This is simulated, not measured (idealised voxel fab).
process module | voxel ribs on slabs
cross-section cut | 250 nm wide | cells 5 nm
A cross-section is a grid of square cells, given in bands from the top down. A band is one or more rows of cells.
Each band's line starts with the height of the band's top and of its bottom, in nm. Then come its materials from left to right, each with its width in nm. One material with "throughout" fills the band from edge to edge. "air" is empty space.
Height 0 is the level under which the wafer as received is all one material. The lowest band goes on downwards, as in "0 down".
A width such as "30 to 40" changes by the same amount from each row of cells to the next, from the band's top row to its bottom row.
"no change" after a step means that no cell of the cross-section changed.
closed voids: empty space of 8 cells or more with no open way to the top, each as width x height at its distance from the left edge, in nm
after a step's settings: what the simulator itself notes on the step
overlay nm, on a step with a mask: how far to the right of its planned place the mask lay; to the left if negative
plan
1 op RECEIVE | material Si
2 op DIRECTIONAL_DEP | material SiO2 | thk nm 20
3 op DIRECTIONAL_DEP | material polySi | thk nm 15
4 op DIRECTIONAL_DEP | material aC | thk nm 15
5 op PATTERN | tone cover | mask id RIB | material resist | width nm 25 | thk nm 35 | overlay nm 0
6 op DIRECTIONAL_ETCH | etch materials aC | depth nm 15
7 op STRIP | etch materials resist
8 op DIRECTIONAL_ETCH | etch materials polySi | depth nm 10
9 op STRIP | etch materials aC
10 op PATTERN | tone cover | mask id SLAB | material resist | width nm 75 | thk nm 20 | overlay nm 0
11 op DIRECTIONAL_ETCH | etch materials polySi | depth nm 5
12 op STRIP | etch materials resist
13 op FILL_DEP | material SiO2 | thk nm 15
14 op CMP | height nm 45
15 op DIRECTIONAL_DEP | material W | thk nm 10
16 op MASKED_ETCH | tone cover | mask id HEATER | width nm 35 | etch materials W | depth nm 10 | overlay nm 0
17 op CONFORMAL_DEP | material SiN | thk nm 5
first wafer, as planned
as received, after step 1
  0 down: Si throughout
  closed voids: none
after step 2
  20 to 0: SiO2 throughout
  below 0: unchanged
after step 3
  35 to 20: polySi throughout
  below 20: unchanged
after step 4
  50 to 35: aC throughout
  below 35: unchanged
after step 5
  85 to 50: air 110 | resist 25 | air 115
  below 50: unchanged
after step 6
  70 to 50: air 110 | resist 25 | air 115
  50 to 35: air 110 | aC 25 | air 115
  below 35: unchanged
after step 7
  50 to 35: air 110 | aC 25 | air 115
  below 35: unchanged
after step 8
  50 to 35: air 110 | aC 25 | air 115
  35 to 25: air 110 | polySi 25 | air 115
  below 25: unchanged
after step 9
  35 to 25: air 110 | polySi 25 | air 115
  below 25: unchanged
after step 10
  55 to 35: air 85 | resist 75 | air 90
  35 to 25: air 85 | resist 25 | polySi 25 | resist 25 | air 90
  below 25: unchanged
after step 11
  55 to 35: air 85 | resist 75 | air 90
  35 to 25: air 85 | resist 25 | polySi 25 | resist 25 | air 90
  25 to 20: air 85 | polySi 75 | air 90
  below 20: unchanged
after step 12
  35 to 25: air 110 | polySi 25 | air 115
  below 25: unchanged
after step 13
  50 to 35: SiO2 throughout
  35 to 25: SiO2 110 | polySi 25 | SiO2 115
  25 to 20: SiO2 85 | polySi 75 | SiO2 90
  below 20: unchanged
after step 14
  45 to 35: SiO2 throughout
  below 35: unchanged
after step 15
  55 to 45: W throughout
  below 45: unchanged
after step 16
  55 to 45: air 105 | W 35 | air 110
  below 45: unchanged
after step 17
  60 to 55: air 100 | SiN 45 | air 105
  55 to 50: air 100 | SiN 5 | W 35 | SiN 5 | air 105
  50 to 45: SiN 105 | W 35 | SiN 110
  below 45: unchanged
second wafer: like start, like plan, one mistake. Through step 16 it matches the first wafer
when step 17 should have ended: no change
what went wrong: step 17 was left out
at the end the second wafer has, in cells: 54 fewer of SiN
